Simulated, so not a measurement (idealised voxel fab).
process module | voxel transistor to metal
cross-section cut | 205 nm wide | cells 5 nm
A cross-section is a grid of square cells, given in bands from the top down. A band is one or more rows of cells.
Each band's line starts with the height of the band's top and of its bottom, in nm. Then come its materials from left to right, each with its width in nm. One material with "throughout" fills the band from edge to edge. "air" is empty space.
Height 0 is the level under which the wafer as received is all one material. The lowest band goes on downwards, as in "0 down".
A width such as "30 to 40" changes by the same amount from each row of cells to the next, from the band's top row to its bottom row.
"no change" after a step means that no cell of the cross-section changed.
closed voids: empty space of 8 cells or more with no open way to the top, each as width x height at its distance from the left edge, in nm
after a step's settings: what the simulator itself notes on the step
overlay nm, on a step with a mask: how far to the right of its planned place the mask lay; to the left if negative
Each pair below shows a cross-section before one step and the cross-section after it, down to the lowest band that changed. The line under each pair gives the step between them, with its settings. The pairs can come from different runs of this module on the same starting wafer, so a pair continues from the pair above only where its "before" says so.
before
  55 to 50: TiN 60 | air 10 | TiN 65 | air 10 | TiN 60
  50 to 35: SiO2 55 | TiN 5 | air 10 | TiN 5 | SiO2 55 | TiN 5 | air 10 | TiN 5 | SiO2 55
  35 to 20: SiO2 55 | TiN 5 | air 10 | TiN 5 | SiO2 5 | SiN 5 | SiO2 5 | SiCN 25 | SiO2 5 | SiN 5 | SiO2 5 | TiN 5 | air 10 | TiN 5 | SiO2 55
  20 to 5: SiO2 55 | TiN 5 | air 10 | TiN 5 | SiO2 5 | SiN 5 | SiO2 5 | polySi 25 | SiO2 5 | SiN 5 | SiO2 5 | TiN 5 | air 10 | TiN 5 | SiO2 55
  5 to 0: SiO2 55 | TiN 20 | SiO2 5 | SiN 5 | SiO2 5 | polySi 25 | SiO2 5 | SiN 5 | SiO2 5 | TiN 20 | SiO2 55
  0 to -10: SiO2 throughout
  -10 to -35: SiO2 50 | Si 105 | SiO2 50
  -35 down: Si throughout
  closed voids: none
after
  60 to 55: Ru throughout
  55 to 50: TiN 60 | Ru 10 | TiN 65 | Ru 10 | TiN 60
  50 to 35: SiO2 55 | TiN 5 | Ru 10 | TiN 5 | SiO2 55 | TiN 5 | Ru 10 | TiN 5 | SiO2 55
  35 to 20: SiO2 55 | TiN 5 | Ru 10 | TiN 5 | SiO2 5 | SiN 5 | SiO2 5 | SiCN 25 | SiO2 5 | SiN 5 | SiO2 5 | TiN 5 | Ru 10 | TiN 5 | SiO2 55
  20 to 5: SiO2 55 | TiN 5 | Ru 10 | TiN 5 | SiO2 5 | SiN 5 | SiO2 5 | polySi 25 | SiO2 5 | SiN 5 | SiO2 5 | TiN 5 | Ru 10 | TiN 5 | SiO2 55
  below 5: unchanged
  closed voids: none
the step between: op FILL_DEP | material Ru | thk nm 5
before: the cross-section after the pair above
after
  50 to 35: SiO2 55 | TiN 5 | Ru 10 | TiN 5 | SiO2 55 | TiN 5 | Ru 10 | TiN 5 | SiO2 55
  below 35: unchanged
  closed voids: none
the step between: op CMP | height nm 50
before: the cross-section after the pair above
after
  55 to 50: SiN throughout
  below 50: unchanged
  closed voids: none
the step between: op CONFORMAL_DEP | material SiN | thk nm 5
before: the cross-section after the pair above
after
  70 to 55: lowk throughout
  below 55: unchanged
  closed voids: none
the step between: op DIRECTIONAL_DEP | material lowk | thk nm 15
before: the cross-section after the pair above
after
  85 to 70: resist 55 | air 20 | resist 55 | air 20 | resist 55
  below 70: unchanged
  closed voids: none
the step between: op PATTERN | tone open | mask id METAL_1 | material resist | width nm 20 | pitch nm 75 | thk nm 15 | overlay nm 0
before: the cross-section after the pair above
after
  85 to 70: resist 55 | air 20 | resist 55 | air 20 | resist 55
  70 to 55: lowk 55 | air 20 | lowk 55 | air 20 | lowk 55
  below 55: unchanged
  closed voids: none
the step between: op DIRECTIONAL_ETCH | etch materials lowk | depth nm 15
before: the cross-section after the pair above
after
  85 to 70: resist 55 | air 20 | resist 55 | air 20 | resist 55
  70 to 55: lowk 55 | air 20 | lowk 55 | air 20 | lowk 55
  55 to 50: SiN 55 | air 20 | SiN 55 | air 20 | SiN 55
  below 50: unchanged
  closed voids: none
the step between: op DIRECTIONAL_ETCH | etch materials SiN | depth nm 5
before: the cross-section after the pair above
after
  70 to 55: lowk 55 | air 20 | lowk 55 | air 20 | lowk 55
  below 55: unchanged
  closed voids: none
the step between: op STRIP | etch materials resist
before: the cross-section after the pair above
after
  75 to 70: TiN 60 | air 10 | TiN 65 | air 10 | TiN 60
  70 to 55: lowk 55 | TiN 5 | air 10 | TiN 5 | lowk 55 | TiN 5 | air 10 | TiN 5 | lowk 55
  55 to 50: SiN 55 | TiN 20 | SiN 55 | TiN 20 | SiN 55
  below 50: unchanged
  closed voids: none
the step between: op CONFORMAL_DEP | material TiN | thk nm 5
before: the cross-section after the pair above
after
  80 to 75: W throughout
  75 to 70: TiN 60 | W 10 | TiN 65 | W 10 | TiN 60
  70 to 55: lowk 55 | TiN 5 | W 10 | TiN 5 | lowk 55 | TiN 5 | W 10 | TiN 5 | lowk 55
  below 55: unchanged
  closed voids: none
the step between: op FILL_DEP | material W | thk nm 5
before: the cross-section after the pair above
after
  70 to 55: lowk 55 | TiN 5 | W 10 | TiN 5 | lowk 55 | TiN 5 | W 10 | TiN 5 | lowk 55
  below 55: unchanged
  closed voids: none
the step between: op CMP | height nm 70
before: the cross-section after the pair above
after
  75 to 70: SiN throughout
  below 70: unchanged
  closed voids: none
the step between: op CONFORMAL_DEP | material SiN | thk nm 5
before
  70 to 55: lowk throughout
  55 to 50: SiN throughout
  50 to 35: SiO2 55 | TiN 5 | Ru 10 | TiN 5 | SiO2 55 | TiN 5 | Ru 10 | TiN 5 | SiO2 55
  35 to 20: SiO2 55 | TiN 5 | Ru 10 | TiN 5 | SiO2 5 | SiN 5 | SiO2 5 | SiCN 25 | SiO2 5 | SiN 5 | SiO2 5 | TiN 5 | Ru 10 | TiN 5 | SiO2 55
  20 to 15: SiO2 55 | TiN 5 | Ru 10 | TiN 5 | SiO2 5 | SiN 5 | SiO2 5 | polySi 25 | SiO2 5 | SiN 5 | SiO2 5 | TiN 5 | Ru 10 | TiN 5 | SiO2 55
  15 to 10: SiO2 55 | TiN 20 | SiO2 5 | SiN 5 | SiO2 5 | polySi 25 | SiO2 5 | SiN 5 | SiO2 5 | TiN 20 | SiO2 55
  10 to 0: SiO2 55 | TiN 10 | pSi 15 | SiN 5 | SiO2 5 | polySi 25 | SiO2 5 | SiN 5 | pSi 15 | TiN 10 | SiO2 55
  0 to -5: SiO2 45 | pSi 35 | SiO2 45 | pSi 35 | SiO2 45
  -5 to -15: SiO2 50 | pSi 30 | Si 45 | pSi 30 | SiO2 50
  -15 to -35: SiO2 50 | Si 105 | SiO2 50
  -35 down: Si throughout
  closed voids: none
after
  85 to 70: resist 55 | air 25 | resist 50 | air 25 | resist 50
  below 70: unchanged
  closed voids: none
the step between: op PATTERN | tone open | mask id METAL_1 | material resist | width nm 25 | pitch nm 75 | thk nm 15 | overlay nm 0
before: the cross-section after the pair above
after
  85 to 70: resist 55 | air 25 | resist 50 | air 25 | resist 50
  70 to 55: lowk 55 | air 25 | lowk 50 | air 25 | lowk 50
  below 55: unchanged
  closed voids: none
the step between: op DIRECTIONAL_ETCH | etch materials lowk | depth nm 15
before: the cross-section after the pair above
after
  85 to 70: resist 55 | air 25 | resist 50 | air 25 | resist 50
  70 to 55: lowk 55 | air 25 | lowk 50 | air 25 | lowk 50
  55 to 50: SiN 55 | air 25 | SiN 50 | air 25 | SiN 50
  below 50: unchanged
  closed voids: none
the step between: op DIRECTIONAL_ETCH | etch materials SiN | depth nm 5
before: the cross-section after the pair above
after
  70 to 55: lowk 55 | air 25 | lowk 50 | air 25 | lowk 50
  below 55: unchanged
  closed voids: none
the step between: op STRIP | etch materials resist
before: the cross-section after the pair above
after
  75 to 70: TiN 60 | air 15 | TiN 60 | air 15 | TiN 55
  70 to 55: lowk 55 | TiN 5 | air 15 | TiN 5 | lowk 50 | TiN 5 | air 15 | TiN 5 | lowk 50
  55 to 50: SiN 55 | TiN 25 | SiN 50 | TiN 25 | SiN 50
  below 50: unchanged
  closed voids: none
the step between: op CONFORMAL_DEP | material TiN | thk nm 5
before: the cross-section after the pair above
after
  80 to 75: W throughout
  75 to 70: TiN 60 | W 15 | TiN 60 | W 15 | TiN 55
  70 to 55: lowk 55 | TiN 5 | W 15 | TiN 5 | lowk 50 | TiN 5 | W 15 | TiN 5 | lowk 50
  below 55: unchanged
  closed voids: none
the step between: op FILL_DEP | material W | thk nm 5
before: the cross-section after the pair above
after
  70 to 55: lowk 55 | TiN 5 | W 15 | TiN 5 | lowk 50 | TiN 5 | W 15 | TiN 5 | lowk 50
  below 55: unchanged
  closed voids: none
the step between: op CMP | height nm 70
before: the cross-section after the pair above
after
  75 to 70: SiN throughout
  below 70: unchanged
  closed voids: none
the step between: op CONFORMAL_DEP | material SiN | thk nm 5
before
  35 to 20: aC throughout
  20 to 5: SiN throughout
  5 to 0: SiO2 throughout
  0 down: Si throughout
  closed voids: none
after
  70 to 35: air 35 | resist 115 | air 55
  below 35: unchanged
  closed voids: none
the step between: op PATTERN | tone cover | mask id ACTIVE | material resist | width nm 115 | thk nm 35 | overlay nm -10
before: the cross-section after the pair above
after
  55 to 35: air 35 | resist 115 | air 55
  35 to 20: air 35 | aC 115 | air 55
  below 20: unchanged
  closed voids: none
the step between: op DIRECTIONAL_ETCH | etch materials aC | depth nm 15
before: the cross-section after the pair above
after
  35 to 20: air 35 | aC 115 | air 55
  below 20: unchanged
  closed voids: none
the step between: op STRIP | etch materials resist
before: the cross-section after the pair above
after
  35 to 20: air 35 | aC 115 | air 55
  20 to 5: air 35 | SiN 115 | air 55
  below 5: unchanged
  closed voids: none
the step between: op DIRECTIONAL_ETCH | etch materials SiN | depth nm 15
before: the cross-section after the pair above
after
  35 to 20: air 35 | aC 115 | air 55
  20 to 5: air 35 | SiN 115 | air 55
  5 to 0: air 35 | SiO2 115 | air 55
  below 0: unchanged
  closed voids: none
the step between: op DIRECTIONAL_ETCH | etch materials SiO2 | depth nm 5
before: the cross-section after the pair above
after
  35 to 20: air 35 | aC 115 | air 55
  20 to 5: air 35 | SiN 115 | air 55
  5 to 0: air 35 | SiO2 115 | air 55
  0 to -30: air 35 | Si 115 | air 55
  below -30: unchanged
  closed voids: none
the step between: op DIRECTIONAL_ETCH | etch materials Si | depth nm 30
before: the cross-section after the pair above
after
  20 to 5: air 35 | SiN 115 | air 55
  below 5: unchanged
  closed voids: none
the step between: op STRIP | etch materials aC
before: the cross-section after the pair above
after
  20 to 5: air 35 | SiN 115 | air 55
  5 to 0: air 35 | SiO2 115 | air 55
  0 to -30: air 35 | SiO2 5 | Si 105 | SiO2 5 | air 55
  -30 to -35: SiO2 40 | Si 105 | SiO2 60
  below -35: unchanged
  closed voids: none
the step between: op OXIDIZE | depth nm 5
before: the cross-section after the pair above
after
  25 to 20: SiO2 throughout
  20 to 5: SiO2 35 | SiN 115 | SiO2 55
  5 to 0: SiO2 throughout
  0 to -35: SiO2 40 | Si 105 | SiO2 60
  below -35: unchanged
  closed voids: none
the step between: op FILL_DEP | material SiO2 | thk nm 5
before: the cross-section after the pair above
after
  20 to 5: SiO2 35 | SiN 115 | SiO2 55
  below 5: unchanged
  closed voids: none
the step between: op CMP | height nm 20
before: the cross-section after the pair above
after
  20 to 5: air 35 | SiN 115 | air 55
  below 5: unchanged
  closed voids: none
the step between: op SELECTIVE_ETCH | etch materials SiO2 | depth nm 15
before: the cross-section after the pair above
after
  5 to 0: SiO2 throughout
  below 0: unchanged
  closed voids: none
the step between: op STRIP | etch materials SiN
before: the cross-section after the pair above
after
  0 to -35: SiO2 40 | Si 105 | SiO2 60
  below -35: unchanged
  closed voids: none
the step between: op SELECTIVE_ETCH | etch materials SiO2 | depth nm 5
before: the cross-section after the pair above
after
  0 to -5: SiO2 throughout
  below -5: unchanged
  closed voids: none
the step between: op OXIDIZE | depth nm 5
before: the cross-section after the pair above
after
  20 to 0: polySi throughout
  below 0: unchanged
  closed voids: none
the step between: op DIRECTIONAL_DEP | material polySi | thk nm 20
before: the cross-section after the pair above
after
  35 to 20: SiCN throughout
  below 20: unchanged
  closed voids: none
the step between: op DIRECTIONAL_DEP | material SiCN | thk nm 15
before: the cross-section after the pair above
after
  55 to 35: air 90 | resist 25 | air 90
  below 35: unchanged
  closed voids: none
the step between: op PATTERN | tone cover | mask id GATE | material resist | width nm 25 | thk nm 20 | overlay nm 0
before: the cross-section after the pair above
after
  55 to 35: air 90 | resist 25 | air 90
  35 to 20: air 90 | SiCN 25 | air 90
  below 20: unchanged
  closed voids: none
the step between: op DIRECTIONAL_ETCH | etch materials SiCN | depth nm 25
before: the cross-section after the pair above
after
  55 to 35: air 90 | resist 25 | air 90
  35 to 20: air 90 | SiCN 25 | air 90
  20 to 0: air 90 | polySi 25 | air 90
  below 0: unchanged
  closed voids: none
the step between: op DIRECTIONAL_ETCH | etch materials polySi | depth nm 30
before: the cross-section after the pair above
after
  35 to 20: air 90 | SiCN 25 | air 90
  below 20: unchanged
  closed voids: none
the step between: op STRIP | etch materials resist
before: the cross-section after the pair above
after
  40 to 35: air 85 | SiO2 35 | air 85
  35 to 20: air 85 | SiO2 5 | SiCN 25 | SiO2 5 | air 85
  20 to 5: air 85 | SiO2 5 | polySi 25 | SiO2 5 | air 85
  5 to 0: SiO2 90 | polySi 25 | SiO2 90
  below 0: unchanged
  closed voids: none
the step between: op CONFORMAL_DEP | material SiO2 | thk nm 5
before: the cross-section after the pair above
after
  35 to 20: air 85 | SiO2 5 | SiCN 25 | SiO2 5 | air 85
  20 to 0: air 85 | SiO2 5 | polySi 25 | SiO2 5 | air 85
  below 0: unchanged
  closed voids: none
the step between: op DIRECTIONAL_ETCH | etch materials SiO2 | depth nm 5
before: the cross-section after the pair above
after
  40 to 35: air 80 | SiN 45 | air 80
  35 to 20: air 80 | SiN 5 | SiO2 5 | SiCN 25 | SiO2 5 | SiN 5 | air 80
  20 to 5: air 80 | SiN 5 | SiO2 5 | polySi 25 | SiO2 5 | SiN 5 | air 80
  5 to 0: SiN 85 | SiO2 5 | polySi 25 | SiO2 5 | SiN 85
  below 0: unchanged
  closed voids: none
the step between: op CONFORMAL_DEP | material SiN | thk nm 5
before: the cross-section after the pair above
after
  35 to 20: air 80 | SiN 5 | SiO2 5 | SiCN 25 | SiO2 5 | SiN 5 | air 80
  20 to 0: air 80 | SiN 5 | SiO2 5 | polySi 25 | SiO2 5 | SiN 5 | air 80
  below 0: unchanged
  closed voids: none
the step between: op DIRECTIONAL_ETCH | etch materials SiN | depth nm 5
before: the cross-section after the pair above
after
  35 to 30: air 80 | SiN 5 | air 5 | SiCN 25 | air 5 | SiN 5 | air 80
  30 to 20: air 80 | SiN 5 | SiO2 5 | SiCN 25 | SiO2 5 | SiN 5 | air 80
  20 to 0: air 80 | SiN 5 | SiO2 5 | polySi 25 | SiO2 5 | SiN 5 | air 80
  0 to -5: air 80 | SiO2 45 | air 80
  below -5: unchanged
  closed voids: none
the step between: op DIRECTIONAL_ETCH | etch materials SiO2 | depth nm 5
before: the cross-section after the pair above
after
  35 to 30: air 80 | SiN 5 | air 5 | SiCN 25 | air 5 | SiN 5 | air 80
  30 to 20: air 80 | SiN 5 | SiO2 5 | SiCN 25 | SiO2 5 | SiN 5 | air 80
  20 to 0: air 80 | SiN 5 | SiO2 5 | polySi 25 | SiO2 5 | SiN 5 | air 80
  0 to -5: air 80 | SiO2 45 | air 80
  -5 to -15: SiO2 40 | air 40 | Si 45 | air 20 | SiO2 60
  below -15: unchanged
  closed voids: none
the step between: op DIRECTIONAL_ETCH | etch materials Si | depth nm 10
before: the cross-section after the pair above
after
  35 to 30: air 80 | SiN 5 | air 5 | SiCN 25 | air 5 | SiN 5 | air 80
  30 to 20: air 80 | SiN 5 | SiO2 5 | SiCN 25 | SiO2 5 | SiN 5 | air 80
  20 to 10: air 80 | SiN 5 | SiO2 5 | polySi 25 | SiO2 5 | SiN 5 | air 80
  10 to 0: air 65 | pSi 15 | SiN 5 | SiO2 5 | polySi 25 | SiO2 5 | SiN 5 | pSi 15 | air 65
  0 to -5: air 35 | pSi 45 | SiO2 45 | pSi 25 | air 55
  -5 to -15: SiO2 40 | pSi 40 | Si 45 | pSi 20 | SiO2 60
  below -15: unchanged
  closed voids: none
the step between: op EPI | material pSi | thk nm 15
before: the cross-section after the pair above
after
  40 to 35: SiO2 throughout
  35 to 20: SiO2 80 | SiN 5 | SiO2 5 | SiCN 25 | SiO2 5 | SiN 5 | SiO2 80
  20 to 10: SiO2 80 | SiN 5 | SiO2 5 | polySi 25 | SiO2 5 | SiN 5 | SiO2 80
  10 to 0: SiO2 65 | pSi 15 | SiN 5 | SiO2 5 | polySi 25 | SiO2 5 | SiN 5 | pSi 15 | SiO2 65
  0 to -5: SiO2 35 | pSi 45 | SiO2 45 | pSi 25 | SiO2 55
  below -5: unchanged
  closed voids: none
the step between: op FILL_DEP | material SiO2 | thk nm 5
before: the cross-section after the pair above
after
  35 to 20: SiO2 80 | SiN 5 | SiO2 5 | SiCN 25 | SiO2 5 | SiN 5 | SiO2 80
  below 20: unchanged
  closed voids: none
the step between: op CMP | height nm 35
before: the cross-section after the pair above
after
  50 to 35: SiO2 throughout
  below 35: unchanged
  closed voids: none
the step between: op DIRECTIONAL_DEP | material SiO2 | thk nm 15
before: the cross-section after the pair above
after
  70 to 50: resist 55 | air 20 | resist 55 | air 20 | resist 55
  below 50: unchanged
  closed voids: none
the step between: op PATTERN | tone open | mask id CONTACT | material resist | width nm 20 | pitch nm 75 | thk nm 20 | overlay nm 0
before: the cross-section after the pair above
after
  70 to 50: resist 55 | air 20 | resist 55 | air 20 | resist 55
  50 to 35: SiO2 55 | air 20 | SiO2 55 | air 20 | SiO2 55
  35 to 20: SiO2 55 | air 20 | SiO2 5 | SiN 5 | SiO2 5 | SiCN 25 | SiO2 5 | SiN 5 | SiO2 5 | air 20 | SiO2 55
  20 to 10: SiO2 55 | air 20 | SiO2 5 | SiN 5 | SiO2 5 | polySi 25 | SiO2 5 | SiN 5 | SiO2 5 | air 20 | SiO2 55
  10 to 0: SiO2 55 | air 10 | pSi 15 | SiN 5 | SiO2 5 | polySi 25 | SiO2 5 | SiN 5 | pSi 15 | air 10 | SiO2 55
  below 0: unchanged
  closed voids: none
the step between: op DIRECTIONAL_ETCH | etch materials SiO2 | depth nm 50
before: the cross-section after the pair above
after
  50 to 35: SiO2 55 | air 20 | SiO2 55 | air 20 | SiO2 55
  below 35: unchanged
  closed voids: none
the step between: op STRIP | etch materials resist
before: the cross-section after the pair above
after
  55 to 50: TiN 60 | air 10 | TiN 65 | air 10 | TiN 60
  50 to 35: SiO2 55 | TiN 5 | air 10 | TiN 5 | SiO2 55 | TiN 5 | air 10 | TiN 5 | SiO2 55
  35 to 20: SiO2 55 | TiN 5 | air 10 | TiN 5 | SiO2 5 | SiN 5 | SiO2 5 | SiCN 25 | SiO2 5 | SiN 5 | SiO2 5 | TiN 5 | air 10 | TiN 5 | SiO2 55
  20 to 15: SiO2 55 | TiN 5 | air 10 | TiN 5 | SiO2 5 | SiN 5 | SiO2 5 | polySi 25 | SiO2 5 | SiN 5 | SiO2 5 | TiN 5 | air 10 | TiN 5 | SiO2 55
  15 to 10: SiO2 55 | TiN 20 | SiO2 5 | SiN 5 | SiO2 5 | polySi 25 | SiO2 5 | SiN 5 | SiO2 5 | TiN 20 | SiO2 55
  10 to 0: SiO2 55 | TiN 10 | pSi 15 | SiN 5 | SiO2 5 | polySi 25 | SiO2 5 | SiN 5 | pSi 15 | TiN 10 | SiO2 55
  below 0: unchanged
  closed voids: none
the step between: op CONFORMAL_DEP | material TiN | thk nm 5
before: the cross-section after the pair above
after
  60 to 55: Ru throughout
  55 to 50: TiN 60 | Ru 10 | TiN 65 | Ru 10 | TiN 60
  50 to 35: SiO2 55 | TiN 5 | Ru 10 | TiN 5 | SiO2 55 | TiN 5 | Ru 10 | TiN 5 | SiO2 55
  35 to 20: SiO2 55 | TiN 5 | Ru 10 | TiN 5 | SiO2 5 | SiN 5 | SiO2 5 | SiCN 25 | SiO2 5 | SiN 5 | SiO2 5 | TiN 5 | Ru 10 | TiN 5 | SiO2 55
  20 to 15: SiO2 55 | TiN 5 | Ru 10 | TiN 5 | SiO2 5 | SiN 5 | SiO2 5 | polySi 25 | SiO2 5 | SiN 5 | SiO2 5 | TiN 5 | Ru 10 | TiN 5 | SiO2 55
  below 15: unchanged
  closed voids: none
the step between: op FILL_DEP | material Ru | thk nm 5
before: the cross-section after the pair above
after
  50 to 35: SiO2 55 | TiN 5 | Ru 10 | TiN 5 | SiO2 55 | TiN 5 | Ru 10 | TiN 5 | SiO2 55
  below 35: unchanged
  closed voids: none
the step between: op CMP | height nm 50
before: the cross-section after the pair above
after
  55 to 50: SiN throughout
  below 50: unchanged
  closed voids: none
the step between: op CONFORMAL_DEP | material SiN | thk nm 5
before: the cross-section after the pair above
after
  70 to 55: lowk throughout
  below 55: unchanged
  closed voids: none
the step between: op DIRECTIONAL_DEP | material lowk | thk nm 15
before: the cross-section after the pair above
after
  85 to 70: resist 55 | air 20 | resist 55 | air 20 | resist 55
  below 70: unchanged
  closed voids: none
the step between: op PATTERN | tone open | mask id METAL_1 | material resist | width nm 20 | pitch nm 75 | thk nm 15 | overlay nm 0
before: the cross-section after the pair above
after
  85 to 70: resist 55 | air 20 | resist 55 | air 20 | resist 55
  70 to 55: lowk 55 | air 20 | lowk 55 | air 20 | lowk 55
  below 55: unchanged
  closed voids: none
the step between: op DIRECTIONAL_ETCH | etch materials lowk | depth nm 15
before: the cross-section after the pair above
after
  85 to 70: resist 55 | air 20 | resist 55 | air 20 | resist 55
  70 to 55: lowk 55 | air 20 | lowk 55 | air 20 | lowk 55
  55 to 50: SiN 55 | air 20 | SiN 55 | air 20 | SiN 55
  below 50: unchanged
  closed voids: none
the step between: op DIRECTIONAL_ETCH | etch materials SiN | depth nm 5
before: the cross-section after the pair above
after
  70 to 55: lowk 55 | air 20 | lowk 55 | air 20 | lowk 55
  below 55: unchanged
  closed voids: none
the step between: op STRIP | etch materials resist
before: the cross-section after the pair above
after
  75 to 70: TiN 60 | air 10 | TiN 65 | air 10 | TiN 60
  70 to 55: lowk 55 | TiN 5 | air 10 | TiN 5 | lowk 55 | TiN 5 | air 10 | TiN 5 | lowk 55
  55 to 50: SiN 55 | TiN 20 | SiN 55 | TiN 20 | SiN 55
  below 50: unchanged
  closed voids: none
the step between: op CONFORMAL_DEP | material TiN | thk nm 5
before: the cross-section after the pair above
after
  80 to 75: W throughout
  75 to 70: TiN 60 | W 10 | TiN 65 | W 10 | TiN 60
  70 to 55: lowk 55 | TiN 5 | W 10 | TiN 5 | lowk 55 | TiN 5 | W 10 | TiN 5 | lowk 55
  below 55: unchanged
  closed voids: none
the step between: op FILL_DEP | material W | thk nm 5
before: the cross-section after the pair above
after
  70 to 55: lowk 55 | TiN 5 | W 10 | TiN 5 | lowk 55 | TiN 5 | W 10 | TiN 5 | lowk 55
  below 55: unchanged
  closed voids: none
the step between: op CMP | height nm 70
before: the cross-section after the pair above
after
  75 to 70: SiN throughout
  below 70: unchanged
  closed voids: none
the step between: op CONFORMAL_DEP | material SiN | thk nm 5
before
  55 to 50: SiN throughout
  50 to 35: SiO2 55 | TiN 5 | Ru 10 | TiN 5 | SiO2 55 | TiN 5 | Ru 10 | TiN 5 | SiO2 55
  35 to 20: SiO2 55 | TiN 5 | Ru 10 | TiN 5 | SiO2 5 | SiN 5 | SiO2 5 | SiCN 25 | SiO2 5 | SiN 5 | SiO2 5 | TiN 5 | Ru 10 | TiN 5 | SiO2 55
  20 to 15: SiO2 55 | TiN 5 | Ru 10 | TiN 5 | SiO2 5 | SiN 5 | SiO2 5 | polySi 25 | SiO2 5 | SiN 5 | SiO2 5 | TiN 5 | Ru 10 | TiN 5 | SiO2 55
  15 to 10: SiO2 55 | TiN 20 | SiO2 5 | SiN 5 | SiO2 5 | polySi 25 | SiO2 5 | SiN 5 | SiO2 5 | TiN 20 | SiO2 55
  10 to 0: SiO2 55 | TiN 10 | pSi 15 | SiN 5 | SiO2 5 | polySi 25 | SiO2 5 | SiN 5 | pSi 15 | TiN 10 | SiO2 55
  0 to -5: SiO2 45 | pSi 35 | SiO2 45 | pSi 35 | SiO2 45
  -5 to -15: SiO2 50 | pSi 30 | Si 45 | pSi 30 | SiO2 50
  -15 to -35: SiO2 50 | Si 105 | SiO2 50
  -35 down: Si throughout
  closed voids: none
after
  70 to 55: TiN throughout
  below 55: unchanged
  closed voids: none
the step between: op DIRECTIONAL_DEP | material TiN | thk nm 15
before: the cross-section after the pair above
after
  85 to 70: resist 55 | air 20 | resist 55 | air 20 | resist 55
  below 70: unchanged
  closed voids: none
the step between: op PATTERN | tone open | mask id METAL_1 | material resist | width nm 20 | pitch nm 75 | thk nm 15 | overlay nm 0
before: the cross-section after the pair above
after
  70 to 55: TiN throughout
  below 55: unchanged
  closed voids: none
the step between: op STRIP | etch materials resist
before: the cross-section after the pair above
after
  75 to 55: TiN throughout
  below 55: unchanged
  closed voids: none
the step between: op CONFORMAL_DEP | material TiN | thk nm 5
before: the cross-section after the pair above
after
  80 to 75: W throughout
  below 75: unchanged
  closed voids: none
the step between: op FILL_DEP | material W | thk nm 5
before: the cross-section after the pair above
after
  70 to 55: TiN throughout
  below 55: unchanged
  closed voids: none
the step between: op CMP | height nm 70
before: the cross-section after the pair above
after
  75 to 70: SiN throughout
  below 70: unchanged
  closed voids: none
the step between: op CONFORMAL_DEP | material SiN | thk nm 5
before
  35 to 20: aC throughout
  20 to 5: SiN throughout
  5 to 0: SiO2 throughout
  0 down: Si throughout
  closed voids: none
after
  70 to 35: resist 45 | air 115 | resist 45
  below 35: unchanged
  closed voids: none
the step between: op PATTERN | tone open | mask id ACTIVE | material resist | width nm 115 | thk nm 35 | overlay nm 0
before: the cross-section after the pair above
after
  55 to 35: resist 45 | air 115 | resist 45
  35 to 20: aC 45 | air 115 | aC 45
  below 20: unchanged
  closed voids: none
the step between: op DIRECTIONAL_ETCH | etch materials aC | depth nm 15
before: the cross-section after the pair above
after
  35 to 20: aC 45 | air 115 | aC 45
  below 20: unchanged
  closed voids: none
the step between: op STRIP | etch materials resist
before: the cross-section after the pair above
after
  35 to 20: aC 45 | air 115 | aC 45
  20 to 5: SiN 45 | air 115 | SiN 45
  below 5: unchanged
  closed voids: none
the step between: op DIRECTIONAL_ETCH | etch materials SiN | depth nm 15
before: the cross-section after the pair above
after
  35 to 20: aC 45 | air 115 | aC 45
  20 to 5: SiN 45 | air 115 | SiN 45
  5 to 0: SiO2 45 | air 115 | SiO2 45
  below 0: unchanged
  closed voids: none
the step between: op DIRECTIONAL_ETCH | etch materials SiO2 | depth nm 5
before: the cross-section after the pair above
after
  35 to 20: aC 45 | air 115 | aC 45
  20 to 5: SiN 45 | air 115 | SiN 45
  5 to 0: SiO2 45 | air 115 | SiO2 45
  0 to -30: Si 45 | air 115 | Si 45
  below -30: unchanged
  closed voids: none
the step between: op DIRECTIONAL_ETCH | etch materials Si | depth nm 30
before: the cross-section after the pair above
after
  20 to 5: SiN 45 | air 115 | SiN 45
  below 5: unchanged
  closed voids: none
the step between: op STRIP | etch materials aC
before: the cross-section after the pair above
after
  20 to 5: SiN 45 | air 115 | SiN 45
  5 to 0: SiO2 45 | air 115 | SiO2 45
  0 to -30: Si 40 | SiO2 5 | air 115 | SiO2 5 | Si 40
  -30 to -35: Si 40 | SiO2 125 | Si 40
  below -35: unchanged
  closed voids: none
the step between: op OXIDIZE | depth nm 5
before: the cross-section after the pair above
after
  25 to 20: SiO2 throughout
  20 to 5: SiN 45 | SiO2 115 | SiN 45
  5 to 0: SiO2 throughout
  0 to -35: Si 40 | SiO2 125 | Si 40
  below -35: unchanged
  closed voids: none
the step between: op FILL_DEP | material SiO2 | thk nm 5
before: the cross-section after the pair above
after
  20 to 5: SiN 45 | SiO2 115 | SiN 45
  below 5: unchanged
  closed voids: none
the step between: op CMP | height nm 20
before: the cross-section after the pair above
after
  20 to 5: SiN 45 | air 115 | SiN 45
  below 5: unchanged
  closed voids: none
the step between: op SELECTIVE_ETCH | etch materials SiO2 | depth nm 15
before: the cross-section after the pair above
after
  5 to 0: SiO2 throughout
  below 0: unchanged
  closed voids: none
the step between: op STRIP | etch materials SiN
before: the cross-section after the pair above
after
  0 to -35: Si 40 | SiO2 125 | Si 40
  below -35: unchanged
  closed voids: none
the step between: op SELECTIVE_ETCH | etch materials SiO2 | depth nm 5
before: the cross-section after the pair above
after
  0 to -5: SiO2 throughout
  below -5: unchanged
  closed voids: none
the step between: op OXIDIZE | depth nm 5
before: the cross-section after the pair above
after
  20 to 0: polySi throughout
  below 0: unchanged
  closed voids: none
the step between: op DIRECTIONAL_DEP | material polySi | thk nm 20
before: the cross-section after the pair above
after
  35 to 20: SiCN throughout
  below 20: unchanged
  closed voids: none
the step between: op DIRECTIONAL_DEP | material SiCN | thk nm 15
before: the cross-section after the pair above
after
  55 to 35: air 90 | resist 25 | air 90
  below 35: unchanged
  closed voids: none
the step between: op PATTERN | tone cover | mask id GATE | material resist | width nm 25 | thk nm 20 | overlay nm 0
before: the cross-section after the pair above
after
  55 to 35: air 90 | resist 25 | air 90
  35 to 20: air 90 | SiCN 25 | air 90
  below 20: unchanged
  closed voids: none
the step between: op DIRECTIONAL_ETCH | etch materials SiCN | depth nm 25
before: the cross-section after the pair above
after
  55 to 35: air 90 | resist 25 | air 90
  35 to 20: air 90 | SiCN 25 | air 90
  20 to 0: air 90 | polySi 25 | air 90
  below 0: unchanged
  closed voids: none
the step between: op DIRECTIONAL_ETCH | etch materials polySi | depth nm 30
before: the cross-section after the pair above
after
  35 to 20: air 90 | SiCN 25 | air 90
  below 20: unchanged
  closed voids: none
the step between: op STRIP | etch materials resist
before: the cross-section after the pair above
after
  40 to 35: air 85 | SiO2 35 | air 85
  35 to 20: air 85 | SiO2 5 | SiCN 25 | SiO2 5 | air 85
  20 to 5: air 85 | SiO2 5 | polySi 25 | SiO2 5 | air 85
  5 to 0: SiO2 90 | polySi 25 | SiO2 90
  below 0: unchanged
  closed voids: none
the step between: op CONFORMAL_DEP | material SiO2 | thk nm 5
